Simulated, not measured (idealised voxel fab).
process module | voxel released beams
cross-section cut | 260 nm wide | cells 5 nm
A cross-section is a grid of square cells, given in bands from the top down. A band is one or more rows of cells.
Each band's line starts with the height of the band's top and of its bottom, in nm. Then come its materials from left to right, each with its width in nm. One material with "throughout" fills the band from edge to edge. "air" is empty space.
Height 0 is the level under which the wafer as received is all one material. The lowest band goes on downwards, as in "0 down".
A width such as "30 to 40" changes by the same amount from each row of cells to the next, from the band's top row to its bottom row.
"no change" after a step means that no cell of the cross-section changed.
closed voids: empty space of 8 cells or more with no open way to the top, each as width x height at its distance from the left edge, in nm
after a step's settings: what the simulator itself notes on the step
overlay nm, on a step with a mask: how far to the right of its planned place the mask lay; to the left if negative
plan
1 op RECEIVE | material Si
2 op CONFORMAL_DEP | material Al2O3 | thk nm 10
3 op DIRECTIONAL_DEP | material SiO2 | thk nm 20
4 op MASKED_ETCH | tone open | mask id ANCHOR | width nm 45 | etch materials SiO2 | depth nm 20 | overlay nm 0
5 op CONFORMAL_DEP | material W | thk nm 15
6 op MASKED_ETCH | tone cover | mask id BEAM | width nm 95 | etch materials W | depth nm 15 | overlay nm 0
7 op STRIP | etch materials SiO2
as received, after step 1
  0 down: Si throughout
  closed voids: none
a wafer at the end: this start, this plan, one mistake
  30 to 10: air 85 | W 15 | air 15 | W 15 | air 130
  10 to 0: Al2O3 throughout
  0 down: Si throughout
  closed voids: none
what went wrong: step 6 ran as: op MASKED_ETCH | tone open | mask id BEAM | width nm 95 | etch materials W | depth nm 15 | overlay nm 0
